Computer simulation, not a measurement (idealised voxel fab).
process module | voxel wiring stack
cross-section cut | 200 nm wide | cells 5 nm
A cross-section is a grid of square cells, given in bands from the top down. A band is one or more rows of cells.
Each band's line starts with the height of the band's top and of its bottom, in nm. Then come its materials from left to right, each with its width in nm. One material with "throughout" fills the band from edge to edge. "air" is empty space.
Height 0 is the level under which the wafer as received is all one material. The lowest band goes on downwards, as in "0 down".
A width such as "30 to 40" changes by the same amount from each row of cells to the next, from the band's top row to its bottom row.
"no change" after a step means that no cell of the cross-section changed.
closed voids: empty space of 8 cells or more with no open way to the top, each as width x height at its distance from the left edge, in nm
after a step's settings: what the simulator itself notes on the step
overlay nm, on a step with a mask: how far to the right of its planned place the mask lay; to the left if negative
plan
1 op RECEIVE | material Si
2 op CONFORMAL_DEP | material SiO2 | thk nm 10
3 op DIRECTIONAL_DEP | material TiN | thk nm 5
4 op DIRECTIONAL_DEP | material Ru | thk nm 25
5 op PATTERN | tone cover | mask id METAL_1 | material resist | width nm 30 | pitch nm 45 | thk nm 20 | overlay nm 0
6 op DIRECTIONAL_ETCH | etch materials Ru | depth nm 25
7 op DIRECTIONAL_ETCH | etch materials TiN | depth nm 5
8 op STRIP | etch materials resist
9 op FILL_DEP | material SiO2 | thk nm 10
10 op CMP | height nm 40
11 op CONFORMAL_DEP | material SiCN | thk nm 5
12 op DIRECTIONAL_DEP | material lowk | thk nm 10
13 op PATTERN | tone open | mask id PLUG_1 | material resist | width nm 15 | pitch nm 45 | thk nm 15 | overlay nm 0
14 op DIRECTIONAL_ETCH | etch materials lowk | depth nm 10
15 op DIRECTIONAL_ETCH | etch materials SiCN | depth nm 5
16 op STRIP | etch materials resist
17 op CONFORMAL_DEP | material TiN | thk nm 5
18 op FILL_DEP | material Cu | thk nm 5
19 op CMP | height nm 55
20 op CONFORMAL_DEP | material SiCN | thk nm 5
21 op DIRECTIONAL_DEP | material lowk | thk nm 25
22 op PATTERN | tone open | mask id METAL_2 | material resist | width nm 30 | pitch nm 45 | thk nm 15 | overlay nm 0
23 op DIRECTIONAL_ETCH | etch materials lowk | depth nm 25
24 op DIRECTIONAL_ETCH | etch materials SiCN | depth nm 5
25 op STRIP | etch materials resist
26 op CONFORMAL_DEP | material TiN | thk nm 5
27 op FILL_DEP | material Ru | thk nm 10
28 op CMP | height nm 85
29 op EPI | material Ru | thk nm 5
30 op FILL_DEP | material SiCN | thk nm 5
as received, after step 1
  0 down: Si throughout
  closed voids: none
a wafer at the end: this start, this plan, one mistake
  105 to 100: SiCN throughout
  100 to 90: Ru throughout
  90 to 85: TiN 45 | Ru 20 | TiN 25 | Ru 20 | TiN 25 | Ru 20 | TiN 45
  85 to 60: lowk 40 | TiN 5 | Ru 20 | TiN 5 | lowk 15 | TiN 5 | Ru 20 | TiN 5 | lowk 15 | TiN 5 | Ru 20 | TiN 5 | lowk 40
  60 to 55: SiCN 40 | TiN 30 | SiCN 15 | TiN 30 | SiCN 15 | TiN 30 | SiCN 40
  55 to 45: lowk 40 | TiN 5 | Cu 5 | TiN 5 | lowk 30 | TiN 5 | Cu 5 | TiN 5 | lowk 30 | TiN 5 | Cu 5 | TiN 5 | lowk 55
  45 to 40: SiCN 40 | TiN 15 | SiCN 30 | TiN 15 | SiCN 30 | TiN 15 | SiCN 55
  40 to 15: SiO2 40 | Ru 30 | SiO2 15 | Ru 30 | SiO2 15 | Ru 30 | SiO2 40
  15 to 10: SiO2 40 | TiN 30 | SiO2 15 | TiN 30 | SiO2 15 | TiN 30 | SiO2 40
  10 to 0: SiO2 throughout
  0 down: Si throughout
  closed voids: none
what went wrong: step 28 ran as: op CMP | height nm 95
